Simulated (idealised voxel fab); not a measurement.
The process module presented herein is designated voxel self aligned contacts.
Section shown: cut. Width: 150 nm. Cell size: 5 nm, square.
A cross-section in this document is a grid of square cells, and it is written down as bands, the top band listed before the ones below it; a band is made up of one or more rows of cells. It is stipulated that each band's entry specify, in nanometres, the height of the top of the band and then that of its bottom, followed by the materials of the band in left-to-right sequence, each together with its width in nanometres. A single material marked by the word "throughout" is understood to fill the band from edge to edge; the word "blank" is understood to denote empty space. Heads up on the height convention: 0 is the point under which the incoming wafer is all one material, and the lowest band has no bottom, it just keeps going down, like "0..down". The width entry "30->40" should be interpreted row by row: the top row of cells in the band takes the first number, the bottom row takes the second number, and the change between adjacent rows is uniform throughout. The cross-section has no changed cell in any step marked "remains unaltered". "Sealed-off cavities": empty spaces of 8 cells or more with no open way to the top, each given as width x height at distance, distance from the left edge, all in nm. Formally, on a step line, whatever follows the settings is a remark that the simulator itself makes on the step. Each step line may optionally specify "overlay nm", which for a step with a mask gives the rightward distance between the mask's planned place and where it lay, a negative value indicating the leftward direction.

Planned process steps
1. RECEIVE (material Si)
2. CONFORMAL_DEP (material SiO2; thk nm 5)
3. DIRECTIONAL_DEP (material polySi; thk nm 25)
4. DIRECTIONAL_DEP (material SiN; thk nm 20)
5. DIRECTIONAL_DEP (material aC; thk nm 15)
6. PATTERN (tone cover; mask id GATE; material resist; width nm 30; pitch nm 70; thk nm 30; overlay nm 0)
7. DIRECTIONAL_ETCH (etch materials aC; depth nm 15)
8. STRIP (etch materials resist)
9. DIRECTIONAL_ETCH (etch materials SiN; depth nm 20)
10. DIRECTIONAL_ETCH (etch materials polySi; depth nm 25)
11. STRIP (etch materials aC)
12. CONFORMAL_DEP (material SiN; thk nm 10)
13. DIRECTIONAL_ETCH (etch materials SiN; depth nm 10)
14. FILL_DEP (material SiO2; thk nm 10)
15. CMP (height nm 55)
16. MASKED_ETCH (tone open; mask id CONTACT; width nm 50; etch materials SiO2; depth nm 55; overlay nm 0)
17. CONFORMAL_DEP (material TiN; thk nm 5)
18. FILL_DEP (material W; thk nm 10)
19. CMP (height nm 55)
20. CONFORMAL_DEP (material SiCN; thk nm 5)

As-received state of the wafer in cross-section, equivalent to post-step 1
0..down = Si throughout
Sealed-off cavities: none

One mistake in running the module, otherwise start and plan as above: cross-section at the end
60..55 = SiCN throughout
55..50 = SiO2: 50; SiN: 20; W: 10; SiN: 20; SiO2: 50
50..30 = SiO2: 15; SiN: 55; W: 10; SiN: 55; SiO2: 15
30..5 = SiO2: 15; SiN: 10; polySi: 30; SiN: 15; W: 10; SiN: 15; polySi: 30; SiN: 10; SiO2: 15
5..0 = SiO2: 65; SiN: 20; SiO2: 65
0..down = Si throughout
Sealed-off cavities: none
Here's what went sideways: heads up, step 17 didn't go per plan, it actually ran as CONFORMAL_DEP (material SiN; thk nm 5)
